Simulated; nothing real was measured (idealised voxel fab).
The following process module bears the name voxel self aligned vias.
Square cells of 5 nm make up the cross-section cut, whose width is 235 nm.
A cross-section is written here as square cells arranged in a grid, and it is given in bands from the top down, each band taking up one or more rows of cells. The entry gives the band's vertical extent as a top height and a bottom height in nm, then its horizontal make-up as materials from left to right, each with a width in nm. "empty" stands for empty space; a single material marked "full width" fills the band edge to edge. Note: height 0 marks the level under which the wafer is uniformly one material as received. Lowest band unbounded below, written "0 down". The expression "30..40" gives the width at the extremes of the band, the first number at its top row of cells and the second at its bottom row, with the width changing by equal amounts from each row to the next in between. When a step is marked "no change occurred", none of the cells in the cross-section changed during that step. Look at "Enclosed empty spaces" for the closed voids: empty spaces with no open path to the top, sized 8 cells or up. Each is width x height at distance, distance from the left edge, all nm. On each step's line, the part that comes after the settings is the simulator's own comment on the step. overlay nm, on a step with a mask: how far to the right of its planned place the mask lay; to the left if negative.
The steps planned for the process are as follows
1. RECEIVE [material Si]
2. CONFORMAL_DEP [material SiO2] [thk nm 15]
3. CONFORMAL_DEP [material SiCN] [thk nm 5]
4. DIRECTIONAL_DEP [material SiO2] [thk nm 30]
5. MASKED_ETCH [tone open] [mask id LINES] [width nm 30] [pitch nm 70] [etch materials SiO2] [depth nm 30] [overlay nm 0]
6. CONFORMAL_DEP [material TiN] [thk nm 5]
7. FILL_DEP [material W] [thk nm 10]
8. CMP [height nm 50]
9. SELECTIVE_ETCH [etch materials W Ru TiN] [depth nm 10]
10. FILL_DEP [material SiN] [thk nm 5]
11. CMP [height nm 50]
12. DIRECTIONAL_DEP [material SiO2] [thk nm 20]
13. PATTERN [tone open] [mask id VIAS] [material resist] [width nm 50] [pitch nm 140] [thk nm 20] [overlay nm 0]
14. DIRECTIONAL_ETCH [etch materials SiO2] [depth nm 20]
15. DIRECTIONAL_ETCH [etch materials SiN] [depth nm 10]
16. STRIP [etch materials resist]
17. CONFORMAL_DEP [material TiN] [thk nm 5]
18. FILL_DEP [material W] [thk nm 10]
19. CMP [height nm 70]
20. CONFORMAL_DEP [material SiN] [thk nm 5]
The first wafer of two, processed as planned
So this is the incoming wafer in cross-section - it's already been through step 1
  0 down  Si full width
  Enclosed empty spaces: none
After step 2: wafer cross-section
  15 to 0  SiO2 full width
  Whatever lies below 0 is exactly as it was before.
After step 3: wafer cross-section
  20 to 15  SiCN full width
  Whatever lies below 15 is exactly as it was before.
After step 4: wafer cross-section
  50 to 20  SiO2 full width
  Whatever lies below 20 is exactly as it was before.
After step 5: wafer cross-section
  50 to 20  30 nm SiO2, then 30 nm empty, then 40 nm SiO2, then 30 nm empty, then 40 nm SiO2, then 30 nm empty, then 35 nm SiO2
  Whatever lies below 20 is exactly as it was before.
After step 6: wafer cross-section
  55 to 50  35 nm TiN, then 20 nm empty, then 50 nm TiN, then 20 nm empty, then 50 nm TiN, then 20 nm empty, then 40 nm TiN
  50 to 25  30 nm SiO2, then 5 nm TiN, then 20 nm empty, then 5 nm TiN, then 40 nm SiO2, then 5 nm TiN, then 20 nm empty, then 5 nm TiN, then 40 nm SiO2, then 5 nm TiN, then 20 nm empty, then 5 nm TiN, then 35 nm SiO2
  25 to 20  30 nm SiO2, then 30 nm TiN, then 40 nm SiO2, then 30 nm TiN, then 40 nm SiO2, then 30 nm TiN, then 35 nm SiO2
  Whatever lies below 20 is exactly as it was before.
After step 7: wafer cross-section
  65 to 55  W full width
  55 to 50  35 nm TiN, then 20 nm W, then 50 nm TiN, then 20 nm W, then 50 nm TiN, then 20 nm W, then 40 nm TiN
  50 to 25  30 nm SiO2, then 5 nm TiN, then 20 nm W, then 5 nm TiN, then 40 nm SiO2, then 5 nm TiN, then 20 nm W, then 5 nm TiN, then 40 nm SiO2, then 5 nm TiN, then 20 nm W, then 5 nm TiN, then 35 nm SiO2
  Whatever lies below 25 is exactly as it was before.
After step 8: wafer cross-section
  50 to 25  30 nm SiO2, then 5 nm TiN, then 20 nm W, then 5 nm TiN, then 40 nm SiO2, then 5 nm TiN, then 20 nm W, then 5 nm TiN, then 40 nm SiO2, then 5 nm TiN, then 20 nm W, then 5 nm TiN, then 35 nm SiO2
  Whatever lies below 25 is exactly as it was before.
After step 9: wafer cross-section
  50 to 40  30 nm SiO2, then 30 nm empty, then 40 nm SiO2, then 30 nm empty, then 40 nm SiO2, then 30 nm empty, then 35 nm SiO2
  Whatever lies below 40 is exactly as it was before.
After step 10: wafer cross-section
  55 to 50  SiN full width
  50 to 40  30 nm SiO2, then 30 nm SiN, then 40 nm SiO2, then 30 nm SiN, then 40 nm SiO2, then 30 nm SiN, then 35 nm SiO2
  Whatever lies below 40 is exactly as it was before.
After step 11: wafer cross-section
  50 to 40  30 nm SiO2, then 30 nm SiN, then 40 nm SiO2, then 30 nm SiN, then 40 nm SiO2, then 30 nm SiN, then 35 nm SiO2
  Whatever lies below 40 is exactly as it was before.
After step 12: wafer cross-section
  70 to 50  SiO2 full width
  Whatever lies below 50 is exactly as it was before.
After step 13: wafer cross-section
  90 to 70  20 nm resist, then 50 nm empty, then 90 nm resist, then 50 nm empty, then 25 nm resist
  Whatever lies below 70 is exactly as it was before.
After step 14: wafer cross-section
  90 to 70  20 nm resist, then 50 nm empty, then 90 nm resist, then 50 nm empty, then 25 nm resist
  70 to 50  20 nm SiO2, then 50 nm empty, then 90 nm SiO2, then 50 nm empty, then 25 nm SiO2
  Whatever lies below 50 is exactly as it was before.
After step 15: wafer cross-section
  90 to 70  20 nm resist, then 50 nm empty, then 90 nm resist, then 50 nm empty, then 25 nm resist
  70 to 50  20 nm SiO2, then 50 nm empty, then 90 nm SiO2, then 50 nm empty, then 25 nm SiO2
  50 to 40  30 nm SiO2, then 30 nm empty, then 40 nm SiO2, then 30 nm SiN, then 40 nm SiO2, then 30 nm empty, then 35 nm SiO2
  Whatever lies below 40 is exactly as it was before.
After step 16: wafer cross-section
  70 to 50  20 nm SiO2, then 50 nm empty, then 90 nm SiO2, then 50 nm empty, then 25 nm SiO2
  Whatever lies below 50 is exactly as it was before.
After step 17: wafer cross-section
  75 to 70  25 nm TiN, then 40 nm empty, then 100 nm TiN, then 40 nm empty, then 30 nm TiN
  70 to 55  20 nm SiO2, then 5 nm TiN, then 40 nm empty, then 5 nm TiN, then 90 nm SiO2, then 5 nm TiN, then 40 nm empty, then 5 nm TiN, then 25 nm SiO2
  55 to 50  20 nm SiO2, then 15 nm TiN, then 20 nm empty, then 15 nm TiN, then 90 nm SiO2, then 15 nm TiN, then 20 nm empty, then 15 nm TiN, then 25 nm SiO2
  50 to 45  30 nm SiO2, then 5 nm TiN, then 20 nm empty, then 5 nm TiN, then 40 nm SiO2, then 30 nm SiN, then 40 nm SiO2, then 5 nm TiN, then 20 nm empty, then 5 nm TiN, then 35 nm SiO2
  45 to 40  30 nm SiO2, then 30 nm TiN, then 40 nm SiO2, then 30 nm SiN, then 40 nm SiO2, then 30 nm TiN, then 35 nm SiO2
  Whatever lies below 40 is exactly as it was before.
After step 18: wafer cross-section
  85 to 75  W full width
  75 to 70  25 nm TiN, then 40 nm W, then 100 nm TiN, then 40 nm W, then 30 nm TiN
  70 to 55  20 nm SiO2, then 5 nm TiN, then 40 nm W, then 5 nm TiN, then 90 nm SiO2, then 5 nm TiN, then 40 nm W, then 5 nm TiN, then 25 nm SiO2
  55 to 50  20 nm SiO2, then 15 nm TiN, then 20 nm W, then 15 nm TiN, then 90 nm SiO2, then 15 nm TiN, then 20 nm W, then 15 nm TiN, then 25 nm SiO2
  50 to 45  30 nm SiO2, then 5 nm TiN, then 20 nm W, then 5 nm TiN, then 40 nm SiO2, then 30 nm SiN, then 40 nm SiO2, then 5 nm TiN, then 20 nm W, then 5 nm TiN, then 35 nm SiO2
  Whatever lies below 45 is exactly as it was before.
After step 19: wafer cross-section
  70 to 55  20 nm SiO2, then 5 nm TiN, then 40 nm W, then 5 nm TiN, then 90 nm SiO2, then 5 nm TiN, then 40 nm W, then 5 nm TiN, then 25 nm SiO2
  Whatever lies below 55 is exactly as it was before.
After step 20: wafer cross-section
  75 to 70  SiN full width
  Whatever lies below 70 is exactly as it was before.
second wafer: like start, like plan, one mistake. Through step 8 it matches the first wafer
Cross-section, second wafer, at the end time the plan gives for step 9
  50 to 40  30 nm SiO2, then 5 nm empty, then 20 nm W, then 5 nm empty, then 40 nm SiO2, then 5 nm empty, then 20 nm W, then 5 nm empty, then 40 nm SiO2, then 5 nm empty, then 20 nm W, then 5 nm empty, then 35 nm SiO2
  Whatever lies below 40 is exactly as it was before.
Cross-section, second wafer, at the end time the plan gives for step 10
  55 to 50  SiN full width
  50 to 40  30 nm SiO2, then 5 nm SiN, then 20 nm W, then 5 nm SiN, then 40 nm SiO2, then 5 nm SiN, then 20 nm W, then 5 nm SiN, then 40 nm SiO2, then 5 nm SiN, then 20 nm W, then 5 nm SiN, then 35 nm SiO2
  Whatever lies below 40 is exactly as it was before.
Cross-section, second wafer, at the end time the plan gives for step 11
  50 to 40  30 nm SiO2, then 5 nm SiN, then 20 nm W, then 5 nm SiN, then 40 nm SiO2, then 5 nm SiN, then 20 nm W, then 5 nm SiN, then 40 nm SiO2, then 5 nm SiN, then 20 nm W, then 5 nm SiN, then 35 nm SiO2
  Whatever lies below 40 is exactly as it was before.
Cross-section, second wafer, at the end time the plan gives for step 12
  70 to 50  SiO2 full width
  Whatever lies below 50 is exactly as it was before.
Cross-section, second wafer, at the end time the plan gives for step 13
  90 to 70  20 nm resist, then 50 nm empty, then 90 nm resist, then 50 nm empty, then 25 nm resist
  Whatever lies below 70 is exactly as it was before.
Cross-section, second wafer, at the end time the plan gives for step 14
  90 to 70  20 nm resist, then 50 nm empty, then 90 nm resist, then 50 nm empty, then 25 nm resist
  70 to 50  20 nm SiO2, then 50 nm empty, then 90 nm SiO2, then 50 nm empty, then 25 nm SiO2
  Whatever lies below 50 is exactly as it was before.
Cross-section, second wafer, at the end time the plan gives for step 15
  90 to 70  20 nm resist, then 50 nm empty, then 90 nm resist, then 50 nm empty, then 25 nm resist
  70 to 50  20 nm SiO2, then 50 nm empty, then 90 nm SiO2, then 50 nm empty, then 25 nm SiO2
  50 to 40  30 nm SiO2, then 5 nm empty, then 20 nm W, then 5 nm empty, then 40 nm SiO2, then 5 nm SiN, then 20 nm W, then 5 nm SiN, then 40 nm SiO2, then 5 nm empty, then 20 nm W, then 5 nm empty, then 35 nm SiO2
  Whatever lies below 40 is exactly as it was before.
Cross-section, second wafer, at the end time the plan gives for step 16
  70 to 50  20 nm SiO2, then 50 nm empty, then 90 nm SiO2, then 50 nm empty, then 25 nm SiO2
  Whatever lies below 50 is exactly as it was before.
Cross-section, second wafer, at the end time the plan gives for step 17
  75 to 70  25 nm TiN, then 40 nm empty, then 100 nm TiN, then 40 nm empty, then 30 nm TiN
  70 to 55  20 nm SiO2, then 5 nm TiN, then 40 nm empty, then 5 nm TiN, then 90 nm SiO2, then 5 nm TiN, then 40 nm empty, then 5 nm TiN, then 25 nm SiO2
  55 to 50  20 nm SiO2, then 50 nm TiN, then 90 nm SiO2, then 50 nm TiN, then 25 nm SiO2
  50 to 40  30 nm SiO2, then 5 nm TiN, then 20 nm W, then 5 nm TiN, then 40 nm SiO2, then 5 nm SiN, then 20 nm W, then 5 nm SiN, then 40 nm SiO2, then 5 nm TiN, then 20 nm W, then 5 nm TiN, then 35 nm SiO2
  Whatever lies below 40 is exactly as it was before.
Cross-section, second wafer, at the end time the plan gives for step 18
  85 to 75  W full width
  75 to 70  25 nm TiN, then 40 nm W, then 100 nm TiN, then 40 nm W, then 30 nm TiN
  70 to 55  20 nm SiO2, then 5 nm TiN, then 40 nm W, then 5 nm TiN, then 90 nm SiO2, then 5 nm TiN, then 40 nm W, then 5 nm TiN, then 25 nm SiO2
  Whatever lies below 55 is exactly as it was before.
Cross-section, second wafer, at the end time the plan gives for step 19
  70 to 55  20 nm SiO2, then 5 nm TiN, then 40 nm W, then 5 nm TiN, then 90 nm SiO2, then 5 nm TiN, then 40 nm W, then 5 nm TiN, then 25 nm SiO2
  Whatever lies below 55 is exactly as it was before.
Cross-section, second wafer, at the end time the plan gives for step 20
  75 to 70  SiN full width
  Whatever lies below 70 is exactly as it was before.
what went wrong: step 9 ran as: SELECTIVE_ETCH [etch materials TiN] [depth nm 10]
Wrapping up, a cell-based count of both wafers puts the second over or under the first for these materials: -8 SiN | +8 W
